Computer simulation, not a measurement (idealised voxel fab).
Proc. module: voxel lift off
The cross-section shown here is cut; it is 295 nm wide and divided into square cells measuring 5 nm on a side.
For the purposes of this document, a cross-section shall be understood as a grid of square cells, specified as bands listed in top-to-bottom order, each band consisting of one or more rows of cells.
Top, bottom (nm), then materials left to right with widths (nm); lone material tagged "throughout" fills the whole band edge to edge; "air" = empty space.
The level at which height equals 0 is the one under which the wafer, as it arrives, is entirely one material. No lower edge exists for the bottom band, which continues downward and is notated as in "0 -> down".
A two-number width, for instance "30->40", indicates that the width is equal to the first number in the top row of the band and to the second number in the bottom row, and that it changes by a constant amount per row of cells.
Key: "no alterations made" - step with no changed cell in the cross-section.
Entry "closed voids" = empty spaces >= 8 cells with no open way to the top; each as width x height at distance, distance from left edge, all nm.
The remark found on a step's line after its settings is issued by the simulator itself and pertains to that step.
The setting "overlay nm" may be written on the line of a step. When the step uses a mask, the value reports how far to the right of the planned place the mask lay, and a negative value reports that it lay to the left.
# Process steps - plan
1) RECEIVE, material Si
2) CONFORMAL_DEP, material Al2O3, thk nm 5
3) PATTERN, tone open, mask id LINES, material resist, width nm 30, pitch nm 50, thk nm 30, overlay nm 0
4) DIRECTIONAL_DEP, material Ru, thk nm 15
5) STRIP, etch materials resist
6) CONFORMAL_DEP, material SiCN, thk nm 5
# Wafer cross-section on receipt, i.e. after step 1
> 0 -> down | Si throughout
> closed voids: none
# Starting wafer: above. Plan: above. Run: one mistake. Cross-section after the module: below
> 25 -> 20 | SiCN=110, air=20, SiCN=30, air=20, SiCN=115
> 20 -> 10 | Ru=105, SiCN=5, air=20, SiCN=5, Ru=20, SiCN=5, air=20, SiCN=5, Ru=110
> 10 -> 5 | Ru=105, SiCN=30, Ru=20, SiCN=30, Ru=110
> 5 -> 0 | Al2O3 throughout
> 0 -> down | Si throughout
> closed voids: none
Short version of what went wrong: step 3 deviated from plan and actually ran as PATTERN, tone cover, mask id LINES, material resist, width nm 30, pitch nm 50, thk nm 30, overlay nm 0
